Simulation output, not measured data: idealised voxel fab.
Proc. module: voxel self aligned contacts
We display cut, a cross-section 215 nm in width whose square cells are each 5 nm.
In what follows, cross-sections appear as grids of square cells, described through bands that run from the top down, where every band is one or more rows of cells.
Heads up on the band format: heights come first, top then bottom, in nm. After that it's the materials left to right, each with its width in nm. A single material flagged "full width" fills the whole band edge to edge, and "empty" means there's empty space there.
Convention: height 0 is the level below which the wafer, as received, is all one material. The lowest band does not terminate at the bottom but continues downward, represented as "0 -> down".
Width spec "30 to 40" -> top row of cells at first value, bottom row at second value, equal per-row change in between.
Where a step carries "all unchanged", the cross-section came out of it unchanged, cell for cell.
So "Cavities, sealed" is basically the list of trapped voids: any empty space of 8 cells or more that can't reach the top through an opening. They're written width x height at distance, the distance being from the left edge, and it's all nm.
Heads up: the bit after the settings on a step's line is the simulator's remark on that step.
You can add "overlay nm" to a step's line. For a step with a mask, it describes how far the mask lay to the right of its planned position, and a negative number describes a lay to the left.
Intended process steps:
- 1: RECEIVE, material Si
- 2: OXIDIZE, depth nm 5
- 3: DIRECTIONAL_DEP, material polySi, thk nm 25
- 4: DIRECTIONAL_DEP, material SiN, thk nm 15
- 5: PATTERN, tone cover, mask id GATE, material resist, width nm 35, pitch nm 65, thk nm 20, overlay nm 0
- 6: DIRECTIONAL_ETCH, etch materials SiN, depth nm 15
- 7: DIRECTIONAL_ETCH, etch materials polySi, depth nm 25
- 8: STRIP, etch materials resist
- 9: CONFORMAL_DEP, material SiN, thk nm 5
- 10: DIRECTIONAL_ETCH, etch materials SiN, depth nm 5
- 11: FILL_DEP, material SiO2, thk nm 15
- 12: CMP, height nm 45
- 13: MASKED_ETCH, tone open, mask id CONTACT, width nm 40, etch materials SiO2, depth nm 50, overlay nm 0
- 14: CONFORMAL_DEP, material TiN, thk nm 5
- 15: FILL_DEP, material Ru, thk nm 10
- 16: CMP, height nm 45
- 17: CONFORMAL_DEP, material SiCN, thk nm 5
First of two wafers: run as planned:
Cross-section of the incoming wafer, state after step 1:
- 0 -> down  Si full width
- Cavities, sealed: none
Sectional view: wafer, after step 2:
- 0 -> -5  SiO2 full width
- Beneath the level -5, the cross-section is identical to its previous state.
Sectional view: wafer, after step 3:
- 25 -> 0  polySi full width
- Beneath the level 0, the cross-section is identical to its previous state.
Sectional view: wafer, after step 4:
- 40 -> 25  SiN full width
- Beneath the level 25, the cross-section is identical to its previous state.
Sectional view: wafer, after step 5:
- 60 -> 40  55 of empty; 35 of resist; 30 of empty; 35 of resist; 60 of empty
- Beneath the level 40, the cross-section is identical to its previous state.
Sectional view: wafer, after step 6:
- 60 -> 40  55 of empty; 35 of resist; 30 of empty; 35 of resist; 60 of empty
- 40 -> 25  55 of empty; 35 of SiN; 30 of empty; 35 of SiN; 60 of empty
- Beneath the level 25, the cross-section is identical to its previous state.
Sectional view: wafer, after step 7:
- 60 -> 40  55 of empty; 35 of resist; 30 of empty; 35 of resist; 60 of empty
- 40 -> 25  55 of empty; 35 of SiN; 30 of empty; 35 of SiN; 60 of empty
- 25 -> 0  55 of empty; 35 of polySi; 30 of empty; 35 of polySi; 60 of empty
- Beneath the level 0, the cross-section is identical to its previous state.
Sectional view: wafer, after step 8:
- 40 -> 25  55 of empty; 35 of SiN; 30 of empty; 35 of SiN; 60 of empty
- Beneath the level 25, the cross-section is identical to its previous state.
Sectional view: wafer, after step 9:
- 45 -> 25  50 of empty; 45 of SiN; 20 of empty; 45 of SiN; 55 of empty
- 25 -> 5  50 of empty; 5 of SiN; 35 of polySi; 5 of SiN; 20 of empty; 5 of SiN; 35 of polySi; 5 of SiN; 55 of empty
- 5 -> 0  55 of SiN; 35 of polySi; 30 of SiN; 35 of polySi; 60 of SiN
- Beneath the level 0, the cross-section is identical to its previous state.
Sectional view: wafer, after step 10:
- 40 -> 25  50 of empty; 45 of SiN; 20 of empty; 45 of SiN; 55 of empty
- 25 -> 0  50 of empty; 5 of SiN; 35 of polySi; 5 of SiN; 20 of empty; 5 of SiN; 35 of polySi; 5 of SiN; 55 of empty
- Beneath the level 0, the cross-section is identical to its previous state.
Sectional view: wafer, after step 11:
- 55 -> 40  SiO2 full width
- 40 -> 25  50 of SiO2; 45 of SiN; 20 of SiO2; 45 of SiN; 55 of SiO2
- 25 -> 0  50 of SiO2; 5 of SiN; 35 of polySi; 5 of SiN; 20 of SiO2; 5 of SiN; 35 of polySi; 5 of SiN; 55 of SiO2
- Beneath the level 0, the cross-section is identical to its previous state.
Sectional view: wafer, after step 12:
- 45 -> 40  SiO2 full width
- Beneath the level 40, the cross-section is identical to its previous state.
Sectional view: wafer, after step 13:
- 45 -> 40  85 of SiO2; 40 of empty; 90 of SiO2
- 40 -> 25  50 of SiO2; 45 of SiN; 20 of empty; 45 of SiN; 55 of SiO2
- 25 -> 0  50 of SiO2; 5 of SiN; 35 of polySi; 5 of SiN; 20 of empty; 5 of SiN; 35 of polySi; 5 of SiN; 55 of SiO2
- 0 -> -5  95 of SiO2; 20 of empty; 100 of SiO2
- Beneath the level -5, the cross-section is identical to its previous state.
Sectional view: wafer, after step 14:
- 50 -> 45  90 of TiN; 30 of empty; 95 of TiN
- 45 -> 40  85 of SiO2; 15 of TiN; 10 of empty; 15 of TiN; 90 of SiO2
- 40 -> 25  50 of SiO2; 45 of SiN; 5 of TiN; 10 of empty; 5 of TiN; 45 of SiN; 55 of SiO2
- 25 -> 0  50 of SiO2; 5 of SiN; 35 of polySi; 5 of SiN; 5 of TiN; 10 of empty; 5 of TiN; 5 of SiN; 35 of polySi; 5 of SiN; 55 of SiO2
- 0 -> -5  95 of SiO2; 20 of TiN; 100 of SiO2
- Beneath the level -5, the cross-section is identical to its previous state.
Sectional view: wafer, after step 15:
- 60 -> 50  Ru full width
- 50 -> 45  90 of TiN; 30 of Ru; 95 of TiN
- 45 -> 40  85 of SiO2; 15 of TiN; 10 of Ru; 15 of TiN; 90 of SiO2
- 40 -> 25  50 of SiO2; 45 of SiN; 5 of TiN; 10 of Ru; 5 of TiN; 45 of SiN; 55 of SiO2
- 25 -> 0  50 of SiO2; 5 of SiN; 35 of polySi; 5 of SiN; 5 of TiN; 10 of Ru; 5 of TiN; 5 of SiN; 35 of polySi; 5 of SiN; 55 of SiO2
- Beneath the level 0, the cross-section is identical to its previous state.
Sectional view: wafer, after step 16:
- 45 -> 40  85 of SiO2; 15 of TiN; 10 of Ru; 15 of TiN; 90 of SiO2
- Beneath the level 40, the cross-section is identical to its previous state.
Sectional view: wafer, after step 17:
- 50 -> 45  SiCN full width
- Beneath the level 45, the cross-section is identical to its previous state.
Second wafer - shared start and plan with the first - one error in running - same as the first up to step 1 inclusive:
Cross-section of the second wafer at the time step 2 of the plan should have ended:
- 0 -> -15  SiO2 full width
- Beneath the level -15, the cross-section is identical to its previous state.
Cross-section of the second wafer at the time step 3 of the plan should have ended:
- 25 -> 0  polySi full width
- Beneath the level 0, the cross-section is identical to its previous state.
Cross-section of the second wafer at the time step 4 of the plan should have ended:
- 40 -> 25  SiN full width
- Beneath the level 25, the cross-section is identical to its previous state.
Cross-section of the second wafer at the time step 5 of the plan should have ended:
- 60 -> 40  55 of empty; 35 of resist; 30 of empty; 35 of resist; 60 of empty
- Beneath the level 40, the cross-section is identical to its previous state.
Cross-section of the second wafer at the time step 6 of the plan should have ended:
- 60 -> 40  55 of empty; 35 of resist; 30 of empty; 35 of resist; 60 of empty
- 40 -> 25  55 of empty; 35 of SiN; 30 of empty; 35 of SiN; 60 of empty
- Beneath the level 25, the cross-section is identical to its previous state.
Cross-section of the second wafer at the time step 7 of the plan should have ended:
- 60 -> 40  55 of empty; 35 of resist; 30 of empty; 35 of resist; 60 of empty
- 40 -> 25  55 of empty; 35 of SiN; 30 of empty; 35 of SiN; 60 of empty
- 25 -> 0  55 of empty; 35 of polySi; 30 of empty; 35 of polySi; 60 of empty
- Beneath the level 0, the cross-section is identical to its previous state.
Cross-section of the second wafer at the time step 8 of the plan should have ended:
- 40 -> 25  55 of empty; 35 of SiN; 30 of empty; 35 of SiN; 60 of empty
- Beneath the level 25, the cross-section is identical to its previous state.
Cross-section of the second wafer at the time step 9 of the plan should have ended:
- 45 -> 25  50 of empty; 45 of SiN; 20 of empty; 45 of SiN; 55 of empty
- 25 -> 5  50 of empty; 5 of SiN; 35 of polySi; 5 of SiN; 20 of empty; 5 of SiN; 35 of polySi; 5 of SiN; 55 of empty
- 5 -> 0  55 of SiN; 35 of polySi; 30 of SiN; 35 of polySi; 60 of SiN
- Beneath the level 0, the cross-section is identical to its previous state.
Cross-section of the second wafer at the time step 10 of the plan should have ended:
- 40 -> 25  50 of empty; 45 of SiN; 20 of empty; 45 of SiN; 55 of empty
- 25 -> 0  50 of empty; 5 of SiN; 35 of polySi; 5 of SiN; 20 of empty; 5 of SiN; 35 of polySi; 5 of SiN; 55 of empty
- Beneath the level 0, the cross-section is identical to its previous state.
Cross-section of the second wafer at the time step 11 of the plan should have ended:
- 55 -> 40  SiO2 full width
- 40 -> 25  50 of SiO2; 45 of SiN; 20 of SiO2; 45 of SiN; 55 of SiO2
- 25 -> 0  50 of SiO2; 5 of SiN; 35 of polySi; 5 of SiN; 20 of SiO2; 5 of SiN; 35 of polySi; 5 of SiN; 55 of SiO2
- Beneath the level 0, the cross-section is identical to its previous state.
Cross-section of the second wafer at the time step 12 of the plan should have ended:
- 45 -> 40  SiO2 full width
- Beneath the level 40, the cross-section is identical to its previous state.
Cross-section of the second wafer at the time step 13 of the plan should have ended:
- 45 -> 40  85 of SiO2; 40 of empty; 90 of SiO2
- 40 -> 25  50 of SiO2; 45 of SiN; 20 of empty; 45 of SiN; 55 of SiO2
- 25 -> 0  50 of SiO2; 5 of SiN; 35 of polySi; 5 of SiN; 20 of empty; 5 of SiN; 35 of polySi; 5 of SiN; 55 of SiO2
- 0 -> -5  95 of SiO2; 20 of empty; 100 of SiO2
- Beneath the level -5, the cross-section is identical to its previous state.
Cross-section of the second wafer at the time step 14 of the plan should have ended:
- 50 -> 45  90 of TiN; 30 of empty; 95 of TiN
- 45 -> 40  85 of SiO2; 15 of TiN; 10 of empty; 15 of TiN; 90 of SiO2
- 40 -> 25  50 of SiO2; 45 of SiN; 5 of TiN; 10 of empty; 5 of TiN; 45 of SiN; 55 of SiO2
- 25 -> 0  50 of SiO2; 5 of SiN; 35 of polySi; 5 of SiN; 5 of TiN; 10 of empty; 5 of TiN; 5 of SiN; 35 of polySi; 5 of SiN; 55 of SiO2
- 0 -> -5  95 of SiO2; 20 of TiN; 100 of SiO2
- Beneath the level -5, the cross-section is identical to its previous state.
Cross-section of the second wafer at the time step 15 of the plan should have ended:
- 60 -> 50  Ru full width
- 50 -> 45  90 of TiN; 30 of Ru; 95 of TiN
- 45 -> 40  85 of SiO2; 15 of TiN; 10 of Ru; 15 of TiN; 90 of SiO2
- 40 -> 25  50 of SiO2; 45 of SiN; 5 of TiN; 10 of Ru; 5 of TiN; 45 of SiN; 55 of SiO2
- 25 -> 0  50 of SiO2; 5 of SiN; 35 of polySi; 5 of SiN; 5 of TiN; 10 of Ru; 5 of TiN; 5 of SiN; 35 of polySi; 5 of SiN; 55 of SiO2
- Beneath the level 0, the cross-section is identical to its previous state.
Cross-section of the second wafer at the time step 16 of the plan should have ended:
- 45 -> 40  85 of SiO2; 15 of TiN; 10 of Ru; 15 of TiN; 90 of SiO2
- Beneath the level 40, the cross-section is identical to its previous state.
Cross-section of the second wafer at the time step 17 of the plan should have ended:
- 50 -> 45  SiCN full width
- Beneath the level 45, the cross-section is identical to its previous state.
It is concluded that the wafer was processed incorrectly with respect to the plan, in that so step 2 ended up running with a different setting than we planned, it ran as OXIDIZE, depth nm 15
Materials where the second wafer ends with more or fewer cells than the first: 86 fewer of Si | 86 more of SiO2
